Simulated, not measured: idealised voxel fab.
Proc. module: voxel ribs on slabs
Displayed cross-section: cut, width of 140 nm, square cells sized 5 nm.
When this document writes out a cross-section, it uses a grid of square cells and lists it as bands, beginning at the top and moving down, with a band standing for one or more rows of cells. What a band's entry tells you: where the top is and where the bottom is, as heights in nm, and after that what lies inside, material by material from left to right, each with its width in nm. Empty space is written as the word "blank", and a single material marked with the word "full width" occupies the band from edge to edge. Heights are measured from 0, the level below which the as-received wafer is all one material; the lowest band has no bottom and continues downward, written as in "from 0 down". So if you see something like "30..40" for the width, read it as the top row of the band sitting at the first number and the bottom row at the second, with every row in between moving by the same amount as the last. No cell of the cross-section changed in a step that is given as "all unchanged". "Closed internal cavities": empty spaces of 8 cells or more with no open way to the top, each given as width x height at distance, distance from the left edge, all in nm. after a step's settings: what the simulator itself notes on the step. overlay nm: step with mask; distance mask lay right of planned place; negative value = left of planned place.

[Steps planned for the process]
- 1: RECEIVE,material Si
- 2: DIRECTIONAL_DEP,material SiO2,thk nm 20
- 3: DIRECTIONAL_DEP,material SiN,thk nm 15
- 4: DIRECTIONAL_DEP,material aC,thk nm 15
- 5: PATTERN,tone cover,mask id RIB,material resist,width nm 25,thk nm 35,overlay nm 0
- 6: DIRECTIONAL_ETCH,etch materials aC,depth nm 15
- 7: STRIP,etch materials resist
- 8: DIRECTIONAL_ETCH,etch materials SiN,depth nm 10
- 9: STRIP,etch materials aC
- 10: DIRECTIONAL_DEP,material aC,thk nm 10
- 11: PATTERN,tone cover,mask id SLAB,material resist,width nm 75,thk nm 30,overlay nm 0
- 12: DIRECTIONAL_ETCH,etch materials aC,depth nm 5
- 13: STRIP,etch materials resist
- 14: DIRECTIONAL_ETCH,etch materials SiN,depth nm 5
- 15: STRIP,etch materials aC
- 16: FILL_DEP,material SiO2,thk nm 20
- 17: CMP,height nm 50
- 18: DIRECTIONAL_DEP,material W,thk nm 10
- 19: MASKED_ETCH,tone cover,mask id HEATER,width nm 35,etch materials W,depth nm 10,overlay nm 0
- 20: CONFORMAL_DEP,material SiO2,thk nm 10
What sets these wafers apart? The depth nm at step 12. They all start alike, and the plan carries the first wafer's value.

[The first of several wafers in cross-section, exactly as it reached us after step 1]
* from 0 down: Si full width
* Closed internal cavities: none

[Gained (+) or lost (-) cells of each material since receipt, then closed voids: one row per wafer, at the end of the module]
depth nm 5; +38 SiN; +306 SiO2; +14 W; Closed internal cavities: none
depth nm 10; +25 SiN; +319 SiO2; +14 W; Closed internal cavities: none
depth nm 15; +25 SiN; +319 SiO2; +14 W; Closed internal cavities: none
depth nm 20; +25 SiN; +319 SiO2; +14 W; Closed internal cavities: none
depth nm 25; +25 SiN; +319 SiO2; +14 W; Closed internal cavities: none
